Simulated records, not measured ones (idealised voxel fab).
Name of the process module below: voxel capacitor over wiring
Section shown: cut. Width: 225 nm. Cell size: 5 nm, square.
This document writes a cross-section as a grid whose cells are square, and gives it as bands, listed from the top down; one or more rows of cells form a band.
Quick guide to a band line: top height, bottom height (nm) up front; then every material left to right with its width in nm. Only one material and it's marked "everywhere"? Then it fills the band edge to edge. And "blank" just means empty space.
Height is counted from the level 0, under which the received wafer is composed throughout of one material. The lowest of the bands is not closed at the bottom but continues downward, in the notation "z 0 and below".
The expression "30..40" gives the width at the extremes of the band, the first number at its top row of cells and the second at its bottom row, with the width changing by equal amounts from each row to the next in between.
Step note "same as before" = no cross-section cell changed.
Each empty space that has no open way to the top and spans at least 8 cells appears under "Enclosed void listing" as width x height at distance, the distance counted from the left edge, all in nm.
What comes after the settings on a step's line is commentary from the simulator itself on that step.
overlay nm: mask offset rightward from planned place, masked step; negative means leftward offset.

Planned step list for the process
1: op RECEIVE | material Si
2: op CONFORMAL_DEP | material SiO2 | thk nm 15
3: op CONFORMAL_DEP | material SiN | thk nm 5
4: op DIRECTIONAL_DEP | material SiO2 | thk nm 25
5: op PATTERN | tone open | mask id METAL_1 | material resist | width nm 30 | pitch nm 80 | thk nm 15 | overlay nm 0
6: op DIRECTIONAL_ETCH | etch materials SiO2 | depth nm 25
7: op DIRECTIONAL_ETCH | etch materials SiN | depth nm 5
8: op STRIP | etch materials resist
9: op CONFORMAL_DEP | material TiN | thk nm 5
10: op FILL_DEP | material W | thk nm 10
11: op CMP | height nm 45
12: op CONFORMAL_DEP | material SiCN | thk nm 5
13: op DIRECTIONAL_DEP | material lowk | thk nm 15
14: op PATTERN | tone open | mask id PLUG_1 | material resist | width nm 15 | thk nm 20 | overlay nm 0
15: op DIRECTIONAL_ETCH | etch materials lowk | depth nm 15
16: op DIRECTIONAL_ETCH | etch materials SiCN | depth nm 5
17: op STRIP | etch materials resist
18: op EPI | material Ru | thk nm 10
19: op EPI | material Ru | thk nm 10
20: op DIRECTIONAL_DEP | material TiN | thk nm 10
21: op DIRECTIONAL_DEP | material HfO2 | thk nm 5
22: op DIRECTIONAL_DEP | material TiN | thk nm 10
23: op MASKED_ETCH | tone cover | mask id UPPER_PLATE | width nm 55 | etch materials TiN | depth nm 10 | overlay nm 0
24: op MASKED_ETCH | tone cover | mask id UPPER_PLATE | width nm 55 | etch materials HfO2 | depth nm 5 | overlay nm 0
25: op MASKED_ETCH | tone cover | mask id LOWER_PLATE | width nm 65 | etch materials TiN | depth nm 10 | overlay nm 0
26: op FILL_DEP | material SiO2 | thk nm 20
27: op CMP | height nm 105
28: op PATTERN | tone open | mask id PLUG_2 | material resist | width nm 15 | thk nm 15 | overlay nm 0
29: op DIRECTIONAL_ETCH | etch materials SiO2 | depth nm 15
30: op STRIP | etch materials resist
31: op CONFORMAL_DEP | material TiN | thk nm 5
32: op FILL_DEP | material Ru | thk nm 10
33: op CMP | height nm 105
34: op CONFORMAL_DEP | material SiN | thk nm 5

Cross-section of the wafer as it came to us, i.e., already through step 1
- z 0 and below = Si everywhere
- Enclosed void listing: none

Wafer cross-section at module end: first of two, run to plan
- z 110 to 105 = SiN everywhere
- z 105 to 95 = SiO2 80  TiN 5  Ru 5  TiN 5  SiO2 130
- z 95 to 90 = SiO2 80  TiN 15  SiO2 130
- z 90 to 80 = SiO2 70  TiN 55  SiO2 100
- z 80 to 75 = SiO2 70  HfO2 55  SiO2 100
- z 75 to 65 = SiO2 65  TiN 65  SiO2 95
- z 65 to 50 = lowk 70  Ru 15  lowk 140
- z 50 to 45 = SiCN 70  Ru 15  SiCN 140
- z 45 to 20 = SiO2 55  TiN 5  W 20  TiN 5  SiO2 50  TiN 5  W 20  TiN 5  SiO2 60
- z 20 to 15 = SiN 55  TiN 30  SiN 50  TiN 30  SiN 60
- z 15 to 0 = SiO2 everywhere
- z 0 and below = Si everywhere
- Enclosed void listing: none

Second of two wafers, module complete, sectioned: it shares the first wafer's start and plan but was run with one mistake
- z 110 to 105 = SiN everywhere
- z 105 to 100 = SiO2 80  TiN 15  SiO2 130
- z 100 to 90 = SiO2 70  TiN 25  SiO2 130
- z 90 to 85 = SiO2 70  HfO2 25  TiN 30  SiO2 100
- z 85 to 80 = SiO2 65  TiN 60  SiO2 100
- z 80 to 75 = SiO2 65  TiN 30  HfO2 30  SiO2 100
- z 75 to 65 = SiO2 60  Ru 35  TiN 35  SiO2 95
- z 65 to 50 = lowk 70  Ru 15  lowk 140
- z 50 to 45 = SiCN 70  Ru 15  SiCN 140
- z 45 to 20 = SiO2 55  TiN 5  W 20  TiN 5  SiO2 50  TiN 5  W 20  TiN 5  SiO2 60
- z 20 to 15 = SiN 55  TiN 30  SiN 50  TiN 30  SiN 60
- z 15 to 0 = SiO2 everywhere
- z 0 and below = Si everywhere
- Enclosed void listing: none
Misprocessing identified: one of the identical steps 18 and 19 was run twice, but which one cannot be determined
In the final state, the cell counts of the second wafer exceed or fall short of those of the first for the following materials: Ru +12 | SiO2 -8 | TiN -4
